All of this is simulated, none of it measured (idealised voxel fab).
process module | voxel trench capacitor
cross-section cut | 225 nm wide | cells 5 nm
A cross-section is a grid of square cells, given in bands from the top down. A band is one or more rows of cells.
Each band's line starts with the height of the band's top and of its bottom, in nm. Then come its materials from left to right, each with its width in nm. One material with "throughout" fills the band from edge to edge. "air" is empty space.
Height 0 is the level under which the wafer as received is all one material. The lowest band goes on downwards, as in "0 down".
A width such as "30 to 40" changes by the same amount from each row of cells to the next, from the band's top row to its bottom row.
"no change" after a step means that no cell of the cross-section changed.
closed voids: empty space of 8 cells or more with no open way to the top, each as width x height at its distance from the left edge, in nm
after a step's settings: what the simulator itself notes on the step
overlay nm, on a step with a mask: how far to the right of its planned place the mask lay; to the left if negative
plan
1 op RECEIVE | material Si
2 op CONFORMAL_DEP | material SiN | thk nm 10
3 op DIRECTIONAL_DEP | material aC | thk nm 15
4 op PATTERN | tone open | mask id TRENCH | material resist | width nm 25 | pitch nm 50 | thk nm 30 | overlay nm 0
5 op DIRECTIONAL_ETCH | etch materials aC | depth nm 15
6 op STRIP | etch materials resist
7 op DIRECTIONAL_ETCH | etch materials SiN | depth nm 10
8 op DIRECTIONAL_ETCH | etch materials Si | depth nm 25
9 op STRIP | etch materials aC
10 op CONFORMAL_DEP | material HfO2 | thk nm 5
11 op CONFORMAL_DEP | material TiN | thk nm 5
12 op FILL_DEP | material W | thk nm 5
13 op CMP | height nm 10
as received, after step 1
  0 down: Si throughout
  closed voids: none
a wafer at the end: this start, this plan, one mistake
  10 to 0: SiN 30 | TiN 5 | W 5 | TiN 5 | SiN 35 | TiN 5 | W 5 | TiN 5 | SiN 35 | TiN 5 | W 5 | TiN 5 | SiN 35 | TiN 5 | W 5 | TiN 5 | SiN 30
  0 to -15: Si 25 | SiN 5 | TiN 5 | W 5 | TiN 5 | SiN 5 | Si 25 | SiN 5 | TiN 5 | W 5 | TiN 5 | SiN 5 | Si 25 | SiN 5 | TiN 5 | W 5 | TiN 5 | SiN 5 | Si 25 | SiN 5 | TiN 5 | W 5 | TiN 5 | SiN 5 | Si 25
  -15 to -20: Si 25 | SiN 5 | TiN 15 | SiN 5 | Si 25 | SiN 5 | TiN 15 | SiN 5 | Si 25 | SiN 5 | TiN 15 | SiN 5 | Si 25 | SiN 5 | TiN 15 | SiN 5 | Si 25
  -20 to -25: Si 25 | SiN 25 | Si 25 | SiN 25 | Si 25 | SiN 25 | Si 25 | SiN 25 | Si 25
  -25 down: Si throughout
  closed voids: none
what went wrong: step 10 ran as: op CONFORMAL_DEP | material SiN | thk nm 5
